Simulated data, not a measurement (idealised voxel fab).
The process module that follows is named voxel local oxidation.
Displayed cross-section: cut, width of 150 nm, square cells sized 5 nm.
Cross-section spec: square-cell grid; bands listed top down; each band is one or more rows.
Look at the band entry: it leads with the top's height and the bottom's height in nm. Then it lists the materials left to right, with a width in nm for each. The word "all across" on a single material says that material fills the band edge to edge. The word "blank" is empty space.
Beneath 0, the wafer as received is one material, and that level is where height counting begins. The lowest band goes on downward without a bottom; it is written like "0..down".
Width: "30..40" (first number = top row, second number = bottom row, same change from row to row of cells).
For the purposes of this document, the phrase "identical to before" attached to a step denotes that no cell within the cross-section was modified by that step.
What "Closed internal cavities" gives you is every empty space of 8 cells or more that is cut off from the top. Each appears as width x height at distance, with the distance taken from the left edge and width, height and distance all in nm.
On each step's line, the part that comes after the settings is the simulator's own comment on the step.
overlay nm: step with mask; distance mask lay right of planned place; negative value = left of planned place.
These are the steps we planned for the process
- 1: RECEIVE: material Si
- 2: OXIDIZE: depth nm 5
- 3: CONFORMAL_DEP: material SiN, thk nm 15
- 4: DIRECTIONAL_DEP: material aC, thk nm 15
- 5: PATTERN: tone cover, mask id ACTIVE, material resist, width nm 95, thk nm 30, overlay nm 0
- 6: DIRECTIONAL_ETCH: etch materials aC, depth nm 15
- 7: STRIP: etch materials resist
- 8: DIRECTIONAL_ETCH: etch materials SiN, depth nm 15
- 9: STRIP: etch materials aC
- 10: SELECTIVE_ETCH: etch materials SiO2, depth nm 5
- 11: OXIDIZE: depth nm 15
- 12: STRIP: etch materials SiN
Cross-section of the wafer upon arrival, representing the state reached after step 1
- 0..down  Si all across
- Closed internal cavities: none
Post-module cross-section of the first of two wafers (run per plan)
- 0..-5  blank: 30 | SiO2: 85 | blank: 35
- -5..-20  SiO2: 45 | Si: 55 | SiO2: 50
- -20..down  Si all across
- Closed internal cavities: none
End of module, second wafer, cross-section. Started like the first, planned like the first, run with one mistake
- 0..-5  blank: 35 | SiO2: 85 | blank: 30
- -5..-20  SiO2: 50 | Si: 55 | SiO2: 45
- -20..down  Si all across
- Closed internal cavities: none
Heads up, the wafer didn't run the way we planned it: step 5 was processed under conditions differing from the plan, specifically as PATTERN: tone cover, mask id ACTIVE, material resist, width nm 95, thk nm 30, overlay nm 5
By the end, you'd get the same cell count for each material on either wafer, but the second wafer puts them somewhere else.
